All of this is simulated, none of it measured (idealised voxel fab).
process module | voxel self aligned vias
cross-section cut | 285 nm wide | cells 5 nm
A cross-section is a grid of square cells, given in bands from the top down. A band is one or more rows of cells.
Each band's line starts with the height of the band's top and of its bottom, in nm. Then come its materials from left to right, each with its width in nm. One material with "throughout" fills the band from edge to edge. "air" is empty space.
Height 0 is the level under which the wafer as received is all one material. The lowest band goes on downwards, as in "0 down".
A width such as "30 to 40" changes by the same amount from each row of cells to the next, from the band's top row to its bottom row.
"no change" after a step means that no cell of the cross-section changed.
closed voids: empty space of 8 cells or more with no open way to the top, each as width x height at its distance from the left edge, in nm
after a step's settings: what the simulator itself notes on the step
overlay nm, on a step with a mask: how far to the right of its planned place the mask lay; to the left if negative
plan
1 op RECEIVE | material Si
2 op CONFORMAL_DEP | material SiO2 | thk nm 10
3 op CONFORMAL_DEP | material SiCN | thk nm 5
4 op DIRECTIONAL_DEP | material SiO2 | thk nm 25
5 op PATTERN | tone open | mask id LINES | material resist | width nm 20 | pitch nm 55 | thk nm 15 | overlay nm 0
6 op DIRECTIONAL_ETCH | etch materials SiO2 | depth nm 25
7 op STRIP | etch materials resist
8 op CONFORMAL_DEP | material TiN | thk nm 5
9 op FILL_DEP | material Ru | thk nm 5
10 op CMP | height nm 40
11 op SELECTIVE_ETCH | etch materials W Ru TiN | depth nm 10
12 op FILL_DEP | material SiN | thk nm 5
13 op CMP | height nm 40
14 op DIRECTIONAL_DEP | material SiO2 | thk nm 20
15 op PATTERN | tone open | mask id VIAS | material resist | width nm 40 | pitch nm 110 | thk nm 20 | overlay nm 0
16 op DIRECTIONAL_ETCH | etch materials SiO2 | depth nm 20
17 op DIRECTIONAL_ETCH | etch materials SiN | depth nm 10
18 op STRIP | etch materials resist
19 op CONFORMAL_DEP | material TiN | thk nm 5
20 op FILL_DEP | material Ru | thk nm 5
21 op CMP | height nm 60
22 op CONFORMAL_DEP | material SiCN | thk nm 5
as received, after step 1
  0 down: Si throughout
  closed voids: none
a wafer at the end: this start, this plan, one mistake
  65 to 60: SiCN throughout
  60 to 45: SiO2 65 | TiN 5 | Ru 30 | TiN 5 | SiO2 70 | TiN 5 | Ru 30 | TiN 5 | SiO2 70
  45 to 40: SiO2 65 | TiN 5 | Ru 10 | TiN 25 | SiO2 70 | TiN 5 | Ru 10 | TiN 25 | SiO2 70
  40 to 35: SiO2 65 | TiN 5 | Ru 10 | TiN 5 | SiO2 35 | SiN 20 | SiO2 35 | TiN 5 | Ru 10 | TiN 5 | SiO2 90
  35 to 30: SiO2 65 | TiN 20 | SiO2 35 | SiN 20 | SiO2 35 | TiN 20 | SiO2 90
  30 to 20: SiO2 65 | TiN 5 | Ru 10 | TiN 5 | SiO2 35 | TiN 5 | Ru 10 | TiN 5 | SiO2 35 | TiN 5 | Ru 10 | TiN 5 | SiO2 90
  20 to 15: SiO2 65 | TiN 20 | SiO2 35 | TiN 20 | SiO2 35 | TiN 20 | SiO2 90
  15 to 10: SiCN throughout
  10 to 0: SiO2 throughout
  0 down: Si throughout
  closed voids: none
what went wrong: step 5 ran as: op PATTERN | tone open | mask id LINES | material resist | width nm 20 | pitch nm 55 | thk nm 15 | overlay nm -10
